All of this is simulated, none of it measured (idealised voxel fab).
Process module name: voxel quadruple lines
The width of the displayed cross-section, cut, is 190 nm; its cells are square, with a size of 5 nm.
This document writes a cross-section as a grid whose cells are square, and gives it as bands, listed from the top down; one or more rows of cells form a band. In this notation a band is specified by the heights of its top and bottom, in that order and in nm, after which its materials appear from left to right, each paired with its width in nm. The word "throughout" attached to a single material means that material fills the band from edge to edge; the word "air" stands for empty space. All heights in this document are referenced to 0, defined as the level beneath which the wafer, as received, consists entirely of one material. The lowest band is not bounded below; it extends indefinitely downward and is written in the form "z 0 and below". Width "30 to 40": first value at the band's top row of cells, second value at its bottom row, equal change from row to row. Reading "everything unchanged" for a step: not a cell of the cross-section changed in it. Voids not open to the top, 8 cells minimum: see "Enclosed cavity list". Written width x height at distance; distance is from the left edge; nm. On a step's line, text after the settings is the simulator commenting on that step. The "overlay nm" setting may appear on a step's line; for a step that uses a mask, it gives how far to the right of its planned position the mask lay, and a negative value indicates the left.

These are the steps we planned for the process:
1. RECEIVE,material Si
2. CONFORMAL_DEP,material SiO2,thk nm 5
3. DIRECTIONAL_DEP,material Ru,thk nm 10
4. DIRECTIONAL_DEP,material polySi,thk nm 15
5. DIRECTIONAL_DEP,material aC,thk nm 25
6. PATTERN,tone cover,mask id MANDREL,material resist,width nm 30,thk nm 30,overlay nm 0
7. DIRECTIONAL_ETCH,etch materials aC,depth nm 25
8. STRIP,etch materials resist
9. CONFORMAL_DEP,material SiO2,thk nm 10
10. DIRECTIONAL_ETCH,etch materials SiO2,depth nm 10
11. STRIP,etch materials aC
12. DIRECTIONAL_ETCH,etch materials polySi,depth nm 15
13. STRIP,etch materials SiO2
14. CONFORMAL_DEP,material SiCN,thk nm 10
15. DIRECTIONAL_ETCH,etch materials SiCN,depth nm 10
16. STRIP,etch materials polySi
17. DIRECTIONAL_ETCH,etch materials Ru,depth nm 10
18. STRIP,etch materials SiCN

As-received state of the wafer in cross-section, equivalent to post-step 1:
    z 0 and below  Si throughout
    Enclosed cavity list: none

First wafer of two, sectioned at end of module; run went per plan:
    z 15 to 5  60 nm air; 10 nm Ru; 10 nm air; 10 nm Ru; 10 nm air; 10 nm Ru; 10 nm air; 10 nm Ru; 60 nm air
    z 5 to 0  SiO2 throughout
    z 0 and below  Si throughout
    Enclosed cavity list: none

Wafer two cross-section, module end. Start and plan unchanged from wafer one; one mistake made during the run:
    z 20 to 5  polySi throughout
    z 5 to 0  SiO2 throughout
    z 0 and below  Si throughout
    Enclosed cavity list: none
what went wrong: transposition of steps 3 and 4 relative to the planned sequence
Cell-count delta at end, second wafer over first, by material: Ru -16 | polySi +114
